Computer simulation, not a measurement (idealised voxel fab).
process module | voxel air gaps
cross-section cut | 300 nm wide | cells 5 nm
A cross-section is a grid of square cells, given in bands from the top down. A band is one or more rows of cells.
Each band's line starts with the height of the band's top and of its bottom, in nm. Then come its materials from left to right, each with its width in nm. One material with "throughout" fills the band from edge to edge. "air" is empty space.
Height 0 is the level under which the wafer as received is all one material. The lowest band goes on downwards, as in "0 down".
A width such as "30 to 40" changes by the same amount from each row of cells to the next, from the band's top row to its bottom row.
"no change" after a step means that no cell of the cross-section changed.
closed voids: empty space of 8 cells or more with no open way to the top, each as width x height at its distance from the left edge, in nm
after a step's settings: what the simulator itself notes on the step
overlay nm, on a step with a mask: how far to the right of its planned place the mask lay; to the left if negative
plan
1 op RECEIVE | material Si
2 op CONFORMAL_DEP | material SiO2 | thk nm 15
3 op CONFORMAL_DEP | material SiN | thk nm 5
4 op DIRECTIONAL_DEP | material lowk | thk nm 35
5 op PATTERN | tone open | mask id LINES | material resist | width nm 15 | pitch nm 40 | thk nm 15 | overlay nm 0
6 op DIRECTIONAL_ETCH | etch materials lowk | depth nm 35
7 op STRIP | etch materials resist
8 op CONFORMAL_DEP | material TiN | thk nm 5
9 op FILL_DEP | material Ru | thk nm 5
10 op CMP | height nm 55
11 op EPI | material Ru | thk nm 10
12 op SELECTIVE_ETCH | etch materials lowk | depth nm 45
13 op CONFORMAL_DEP | material SiCN | thk nm 5
first wafer, as planned
as received, after step 1
  0 down: Si throughout
  closed voids: none
after step 2
  15 to 0: SiO2 throughout
  below 0: unchanged
after step 3
  20 to 15: SiN throughout
  below 15: unchanged
after step 4
  55 to 20: lowk throughout
  below 20: unchanged
after step 5
  70 to 55: resist 80 | air 15 | resist 25 | air 15 | resist 25 | air 15 | resist 25 | air 15 | resist 85
  below 55: unchanged
after step 6
  70 to 55: resist 80 | air 15 | resist 25 | air 15 | resist 25 | air 15 | resist 25 | air 15 | resist 85
  55 to 20: lowk 80 | air 15 | lowk 25 | air 15 | lowk 25 | air 15 | lowk 25 | air 15 | lowk 85
  below 20: unchanged
after step 7
  55 to 20: lowk 80 | air 15 | lowk 25 | air 15 | lowk 25 | air 15 | lowk 25 | air 15 | lowk 85
  below 20: unchanged
after step 8
  60 to 55: TiN 85 | air 5 | TiN 35 | air 5 | TiN 35 | air 5 | TiN 35 | air 5 | TiN 90
  55 to 25: lowk 80 | TiN 5 | air 5 | TiN 5 | lowk 25 | TiN 5 | air 5 | TiN 5 | lowk 25 | TiN 5 | air 5 | TiN 5 | lowk 25 | TiN 5 | air 5 | TiN 5 | lowk 85
  25 to 20: lowk 80 | TiN 15 | lowk 25 | TiN 15 | lowk 25 | TiN 15 | lowk 25 | TiN 15 | lowk 85
  below 20: unchanged
after step 9
  65 to 60: Ru throughout
  60 to 55: TiN 85 | Ru 5 | TiN 35 | Ru 5 | TiN 35 | Ru 5 | TiN 35 | Ru 5 | TiN 90
  55 to 25: lowk 80 | TiN 5 | Ru 5 | TiN 5 | lowk 25 | TiN 5 | Ru 5 | TiN 5 | lowk 25 | TiN 5 | Ru 5 | TiN 5 | lowk 25 | TiN 5 | Ru 5 | TiN 5 | lowk 85
  below 25: unchanged
after step 10
  55 to 25: lowk 80 | TiN 5 | Ru 5 | TiN 5 | lowk 25 | TiN 5 | Ru 5 | TiN 5 | lowk 25 | TiN 5 | Ru 5 | TiN 5 | lowk 25 | TiN 5 | Ru 5 | TiN 5 | lowk 85
  below 25: unchanged
after step 11
  65 to 55: air 70 | Ru 35 | air 5 | Ru 35 | air 5 | Ru 35 | air 5 | Ru 35 | air 75
  below 55: unchanged
after step 12
  65 to 55: air 70 | Ru 35 | air 5 | Ru 35 | air 5 | Ru 35 | air 5 | Ru 35 | air 75
  55 to 25: air 80 | TiN 5 | Ru 5 | TiN 5 | air 25 | TiN 5 | Ru 5 | TiN 5 | air 25 | TiN 5 | Ru 5 | TiN 5 | air 25 | TiN 5 | Ru 5 | TiN 5 | air 85
  25 to 20: air 80 | TiN 15 | air 25 | TiN 15 | air 25 | TiN 15 | air 25 | TiN 15 | air 85
  below 20: unchanged
after step 13
  70 to 65: air 65 | SiCN 165 | air 70
  65 to 55: air 65 | SiCN 5 | Ru 35 | SiCN 5 | Ru 35 | SiCN 5 | Ru 35 | SiCN 5 | Ru 35 | SiCN 5 | air 70
  55 to 50: air 65 | SiCN 15 | TiN 5 | Ru 5 | TiN 5 | SiCN 25 | TiN 5 | Ru 5 | TiN 5 | SiCN 25 | TiN 5 | Ru 5 | TiN 5 | SiCN 25 | TiN 5 | Ru 5 | TiN 5 | SiCN 15 | air 70
  50 to 25: air 75 | SiCN 5 | TiN 5 | Ru 5 | TiN 5 | SiCN 5 | air 15 | SiCN 5 | TiN 5 | Ru 5 | TiN 5 | SiCN 5 | air 15 | SiCN 5 | TiN 5 | Ru 5 | TiN 5 | SiCN 5 | air 15 | SiCN 5 | TiN 5 | Ru 5 | TiN 5 | SiCN 5 | air 80
  25 to 20: SiCN 80 | TiN 15 | SiCN 25 | TiN 15 | SiCN 25 | TiN 15 | SiCN 25 | TiN 15 | SiCN 85
  below 20: unchanged
  closed voids: 15 x 25 at 100; 15 x 25 at 140; 15 x 25 at 180
second wafer: like start, like plan, one mistake. Through step 1 it matches the first wafer
when step 2 should have ended
  5 to 0: SiN throughout
  below 0: unchanged
when step 3 should have ended
  20 to 5: SiO2 throughout
  below 5: unchanged
when step 4 should have ended
  55 to 20: lowk throughout
  below 20: unchanged
when step 5 should have ended
  70 to 55: resist 80 | air 15 | resist 25 | air 15 | resist 25 | air 15 | resist 25 | air 15 | resist 85
  below 55: unchanged
when step 6 should have ended
  70 to 55: resist 80 | air 15 | resist 25 | air 15 | resist 25 | air 15 | resist 25 | air 15 | resist 85
  55 to 20: lowk 80 | air 15 | lowk 25 | air 15 | lowk 25 | air 15 | lowk 25 | air 15 | lowk 85
  below 20: unchanged
when step 7 should have ended
  55 to 20: lowk 80 | air 15 | lowk 25 | air 15 | lowk 25 | air 15 | lowk 25 | air 15 | lowk 85
  below 20: unchanged
when step 8 should have ended
  60 to 55: TiN 85 | air 5 | TiN 35 | air 5 | TiN 35 | air 5 | TiN 35 | air 5 | TiN 90
  55 to 25: lowk 80 | TiN 5 | air 5 | TiN 5 | lowk 25 | TiN 5 | air 5 | TiN 5 | lowk 25 | TiN 5 | air 5 | TiN 5 | lowk 25 | TiN 5 | air 5 | TiN 5 | lowk 85
  25 to 20: lowk 80 | TiN 15 | lowk 25 | TiN 15 | lowk 25 | TiN 15 | lowk 25 | TiN 15 | lowk 85
  below 20: unchanged
when step 9 should have ended
  65 to 60: Ru throughout
  60 to 55: TiN 85 | Ru 5 | TiN 35 | Ru 5 | TiN 35 | Ru 5 | TiN 35 | Ru 5 | TiN 90
  55 to 25: lowk 80 | TiN 5 | Ru 5 | TiN 5 | lowk 25 | TiN 5 | Ru 5 | TiN 5 | lowk 25 | TiN 5 | Ru 5 | TiN 5 | lowk 25 | TiN 5 | Ru 5 | TiN 5 | lowk 85
  below 25: unchanged
when step 10 should have ended
  55 to 25: lowk 80 | TiN 5 | Ru 5 | TiN 5 | lowk 25 | TiN 5 | Ru 5 | TiN 5 | lowk 25 | TiN 5 | Ru 5 | TiN 5 | lowk 25 | TiN 5 | Ru 5 | TiN 5 | lowk 85
  below 25: unchanged
when step 11 should have ended
  65 to 55: air 70 | Ru 35 | air 5 | Ru 35 | air 5 | Ru 35 | air 5 | Ru 35 | air 75
  below 55: unchanged
when step 12 should have ended
  65 to 55: air 70 | Ru 35 | air 5 | Ru 35 | air 5 | Ru 35 | air 5 | Ru 35 | air 75
  55 to 25: air 80 | TiN 5 | Ru 5 | TiN 5 | air 25 | TiN 5 | Ru 5 | TiN 5 | air 25 | TiN 5 | Ru 5 | TiN 5 | air 25 | TiN 5 | Ru 5 | TiN 5 | air 85
  25 to 20: air 80 | TiN 15 | air 25 | TiN 15 | air 25 | TiN 15 | air 25 | TiN 15 | air 85
  below 20: unchanged
when step 13 should have ended
  70 to 65: air 65 | SiCN 165 | air 70
  65 to 55: air 65 | SiCN 5 | Ru 35 | SiCN 5 | Ru 35 | SiCN 5 | Ru 35 | SiCN 5 | Ru 35 | SiCN 5 | air 70
  55 to 50: air 65 | SiCN 15 | TiN 5 | Ru 5 | TiN 5 | SiCN 25 | TiN 5 | Ru 5 | TiN 5 | SiCN 25 | TiN 5 | Ru 5 | TiN 5 | SiCN 25 | TiN 5 | Ru 5 | TiN 5 | SiCN 15 | air 70
  50 to 25: air 75 | SiCN 5 | TiN 5 | Ru 5 | TiN 5 | SiCN 5 | air 15 | SiCN 5 | TiN 5 | Ru 5 | TiN 5 | SiCN 5 | air 15 | SiCN 5 | TiN 5 | Ru 5 | TiN 5 | SiCN 5 | air 15 | SiCN 5 | TiN 5 | Ru 5 | TiN 5 | SiCN 5 | air 80
  25 to 20: SiCN 80 | TiN 15 | SiCN 25 | TiN 15 | SiCN 25 | TiN 15 | SiCN 25 | TiN 15 | SiCN 85
  below 20: unchanged
  closed voids: 15 x 25 at 100; 15 x 25 at 140; 15 x 25 at 180
what went wrong: steps 2 and 3 were swapped
at the end the second wafer has, in cells: as many of each material as the first, in other places
